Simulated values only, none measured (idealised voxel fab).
Process module under the name voxel self aligned contacts
170 nm wide, 5 nm square cells: that's cross-section cut.
Cross-section format: a grid of square cells, given as bands from top to bottom; each band is one or more rows of cells.
Top height, bottom height, nm. Materials left to right, width each, nm. Single material + "edge to edge" = fills band edge to edge. "empty" = empty.
Height datum 0, below which the as-received substrate wafer is one material. Lowest band open at the bottom, running downward: "0 down".
A two-number width, for instance "30 to 40", indicates that the width is equal to the first number in the top row of the band and to the second number in the bottom row, and that it changes by a constant amount per row of cells.
Basically "no alteration" means that step didn't change any cell in the cross-section.
Any empty space of 8 cells or more lacking an open way to the top shows up in "Sealed void inventory" as width x height at distance, distance from the left edge, in nm.
Past the settings on a step's line: simulator remark, on that step.
overlay nm: how far to the right of its planned place the mask lay on this masked step (negative: to the left).
Process steps (planned)
1) op RECEIVE | material Si
2) op OXIDIZE | depth nm 5
3) op DIRECTIONAL_DEP | material polySi | thk nm 30
4) op DIRECTIONAL_DEP | material SiN | thk nm 25
5) op DIRECTIONAL_DEP | material aC | thk nm 15
6) op PATTERN | tone cover | mask id GATE | material resist | width nm 30 | pitch nm 75 | thk nm 35 | overlay nm 0
7) op DIRECTIONAL_ETCH | etch materials aC | depth nm 15
8) op STRIP | etch materials resist
9) op DIRECTIONAL_ETCH | etch materials SiN | depth nm 25
10) op DIRECTIONAL_ETCH | etch materials polySi | depth nm 30
11) op STRIP | etch materials aC
12) op CONFORMAL_DEP | material SiN | thk nm 10
13) op DIRECTIONAL_ETCH | etch materials SiN | depth nm 10
14) op FILL_DEP | material SiO2 | thk nm 15
15) op CMP | height nm 60
16) op MASKED_ETCH | tone open | mask id CONTACT | width nm 55 | etch materials SiO2 | depth nm 65 | overlay nm 0
17) op CONFORMAL_DEP | material TiN | thk nm 5
18) op FILL_DEP | material W | thk nm 5
19) op CMP | height nm 60
20) op CONFORMAL_DEP | material SiN | thk nm 5
So this is the incoming wafer in cross-section - it's already been through step 1
* 0 down | Si edge to edge
* Sealed void inventory: none
Post-module cross-section of the first of two wafers (run per plan)
* 65 to 60 | SiN edge to edge
* 60 to 55 | SiO2=55 / TiN=20 / W=15 / TiN=20 / SiO2=60
* 55 to 30 | SiO2=20 / SiN=50 / TiN=5 / W=15 / TiN=5 / SiN=50 / SiO2=25
* 30 to 0 | SiO2=20 / SiN=10 / polySi=30 / SiN=10 / TiN=5 / W=15 / TiN=5 / SiN=10 / polySi=30 / SiN=10 / SiO2=25
* 0 to -5 | SiO2=70 / TiN=25 / SiO2=75
* -5 down | Si edge to edge
* Sealed void inventory: none
Second wafer cross-section at end of module - shared start and plan with the first, one mistake in the run
* 65 to 60 | SiN edge to edge
* 60 to 55 | SiO2=60 / TiN=15 / W=15 / TiN=25 / SiO2=55
* 55 to 30 | SiO2=20 / SiN=50 / TiN=5 / W=15 / TiN=5 / SiN=50 / SiO2=25
* 30 to 0 | SiO2=20 / SiN=10 / polySi=30 / SiN=10 / TiN=5 / W=15 / TiN=5 / SiN=10 / polySi=30 / SiN=10 / SiO2=25
* 0 to -5 | SiO2=70 / TiN=25 / SiO2=75
* -5 down | Si edge to edge
* Sealed void inventory: none
Heads up, the wafer didn't run the way we planned it: step 16, actual vs plan mismatch, actual run op MASKED_ETCH | tone open | mask id CONTACT | width nm 55 | etch materials SiO2 | depth nm 65 | overlay nm 5
Final state: per-material cell counts identical on both wafers; locations differ.
